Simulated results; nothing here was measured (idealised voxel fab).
The following is a process module called voxel spacer lines.
Cross-sectional view cut (width: 260 nm; square cell size: 5 nm).
Heads up, the way a cross-section reads in here is a grid of square cells, handed over as bands from the top down, with every band being one or more rows of cells. Look at the band entry: it leads with the top's height and the bottom's height in nm. Then it lists the materials left to right, with a width in nm for each. The word "full width" on a single material says that material fills the band edge to edge. The word "blank" is empty space. All heights in this document are referenced to 0, defined as the level beneath which the wafer, as received, consists entirely of one material. The lowest band is not bounded below; it extends indefinitely downward and is written in the form "0 nm and below". Width "30..40": first value at the band's top row of cells, second value at its bottom row, equal change from row to row. "left unchanged" means the step left every cell of the cross-section as it was. If an empty space has no open way to the top and is at least 8 cells in size, "Enclosed internal voids" lists it, written width x height at distance, where distance is measured from the left edge and every value is in nm. The remark found on a step's line after its settings is issued by the simulator itself and pertains to that step. Regarding "overlay nm": on a step with a mask, it is the distance the mask lay to the right of its planned place; a negative value places it to the left.
## Steps in the process plan
| 1 | RECEIVE, material Si |
| 2 | CONFORMAL_DEP, material Al2O3, thk nm 5 |
| 3 | DIRECTIONAL_DEP, material SiN, thk nm 10 |
| 4 | DIRECTIONAL_DEP, material aC, thk nm 20 |
| 5 | PATTERN, tone cover, mask id MANDREL, material resist, width nm 25, pitch nm 70, thk nm 30, overlay nm 0 |
| 6 | DIRECTIONAL_ETCH, etch materials aC, depth nm 20 |
| 7 | STRIP, etch materials resist |
| 8 | CONFORMAL_DEP, material SiO2, thk nm 10 |
| 9 | DIRECTIONAL_ETCH, etch materials SiO2, depth nm 10 |
| 10 | STRIP, etch materials aC |
| 11 | DIRECTIONAL_ETCH, etch materials SiN, depth nm 10 |
| 12 | STRIP, etch materials SiO2 |
| 13 | FILL_DEP, material SiO2, thk nm 10 |
| 14 | CMP, height nm 15 |
## Wafer, first of two, run as planned
## Cross-section of the wafer at receipt, which is the condition after step 1
- 0 nm and below | Si full width
- Enclosed internal voids: none
## Take a look at the wafer's cross-section after step 2
- 5 nm to 0 nm | Al2O3 full width
- Everything below 0 is unchanged.
## Take a look at the wafer's cross-section after step 3
- 15 nm to 5 nm | SiN full width
- Everything below 5 is unchanged.
## Take a look at the wafer's cross-section after step 4
- 35 nm to 15 nm | aC full width
- Everything below 15 is unchanged.
## Take a look at the wafer's cross-section after step 5
- 65 nm to 35 nm | 45 of blank | 25 of resist | 45 of blank | 25 of resist | 45 of blank | 25 of resist | 50 of blank
- Everything below 35 is unchanged.
## Take a look at the wafer's cross-section after step 6
- 45 nm to 35 nm | 45 of blank | 25 of resist | 45 of blank | 25 of resist | 45 of blank | 25 of resist | 50 of blank
- 35 nm to 15 nm | 45 of blank | 25 of aC | 45 of blank | 25 of aC | 45 of blank | 25 of aC | 50 of blank
- Everything below 15 is unchanged.
## Take a look at the wafer's cross-section after step 7
- 35 nm to 15 nm | 45 of blank | 25 of aC | 45 of blank | 25 of aC | 45 of blank | 25 of aC | 50 of blank
- Everything below 15 is unchanged.
## Take a look at the wafer's cross-section after step 8
- 45 nm to 35 nm | 35 of blank | 45 of SiO2 | 25 of blank | 45 of SiO2 | 25 of blank | 45 of SiO2 | 40 of blank
- 35 nm to 25 nm | 35 of blank | 10 of SiO2 | 25 of aC | 10 of SiO2 | 25 of blank | 10 of SiO2 | 25 of aC | 10 of SiO2 | 25 of blank | 10 of SiO2 | 25 of aC | 10 of SiO2 | 40 of blank
- 25 nm to 15 nm | 45 of SiO2 | 25 of aC | 45 of SiO2 | 25 of aC | 45 of SiO2 | 25 of aC | 50 of SiO2
- Everything below 15 is unchanged.
## Take a look at the wafer's cross-section after step 9
- 35 nm to 15 nm | 35 of blank | 10 of SiO2 | 25 of aC | 10 of SiO2 | 25 of blank | 10 of SiO2 | 25 of aC | 10 of SiO2 | 25 of blank | 10 of SiO2 | 25 of aC | 10 of SiO2 | 40 of blank
- Everything below 15 is unchanged.
## Take a look at the wafer's cross-section after step 10
- 35 nm to 15 nm | 35 of blank | 10 of SiO2 | 25 of blank | 10 of SiO2 | 25 of blank | 10 of SiO2 | 25 of blank | 10 of SiO2 | 25 of blank | 10 of SiO2 | 25 of blank | 10 of SiO2 | 40 of blank
- Everything below 15 is unchanged.
## Take a look at the wafer's cross-section after step 11
- 35 nm to 15 nm | 35 of blank | 10 of SiO2 | 25 of blank | 10 of SiO2 | 25 of blank | 10 of SiO2 | 25 of blank | 10 of SiO2 | 25 of blank | 10 of SiO2 | 25 of blank | 10 of SiO2 | 40 of blank
- 15 nm to 5 nm | 35 of blank | 10 of SiN | 25 of blank | 10 of SiN | 25 of blank | 10 of SiN | 25 of blank | 10 of SiN | 25 of blank | 10 of SiN | 25 of blank | 10 of SiN | 40 of blank
- Everything below 5 is unchanged.
## Take a look at the wafer's cross-section after step 12
- 15 nm to 5 nm | 35 of blank | 10 of SiN | 25 of blank | 10 of SiN | 25 of blank | 10 of SiN | 25 of blank | 10 of SiN | 25 of blank | 10 of SiN | 25 of blank | 10 of SiN | 40 of blank
- Everything below 5 is unchanged.
## Take a look at the wafer's cross-section after step 13
- 25 nm to 15 nm | SiO2 full width
- 15 nm to 5 nm | 35 of SiO2 | 10 of SiN | 25 of SiO2 | 10 of SiN | 25 of SiO2 | 10 of SiN | 25 of SiO2 | 10 of SiN | 25 of SiO2 | 10 of SiN | 25 of SiO2 | 10 of SiN | 40 of SiO2
- Everything below 5 is unchanged.
## Take a look at the wafer's cross-section after step 14
- 15 nm to 5 nm | 35 of SiO2 | 10 of SiN | 25 of SiO2 | 10 of SiN | 25 of SiO2 | 10 of SiN | 25 of SiO2 | 10 of SiN | 25 of SiO2 | 10 of SiN | 25 of SiO2 | 10 of SiN | 40 of SiO2
- Everything below 5 is unchanged.
## Second Wafer (Identical Start and Plan, One Processing Error; Matches First Wafer Through Step 12)
## At the planned end of step 13, the second wafer in cross-section
- 25 nm to 15 nm | aC full width
- 15 nm to 5 nm | 35 of aC | 10 of SiN | 25 of aC | 10 of SiN | 25 of aC | 10 of SiN | 25 of aC | 10 of SiN | 25 of aC | 10 of SiN | 25 of aC | 10 of SiN | 40 of aC
- Everything below 5 is unchanged.
## At the planned end of step 14, the second wafer in cross-section
- 15 nm to 5 nm | 35 of aC | 10 of SiN | 25 of aC | 10 of SiN | 25 of aC | 10 of SiN | 25 of aC | 10 of SiN | 25 of aC | 10 of SiN | 25 of aC | 10 of SiN | 40 of aC
- Everything below 5 is unchanged.
What was the processing mistake? step 13 deviated from plan and actually ran as FILL_DEP, material aC, thk nm 10
FYI, end of process, the second wafer has more or fewer cells of some materials than the first: 80 fewer of SiO2, 80 more of aC
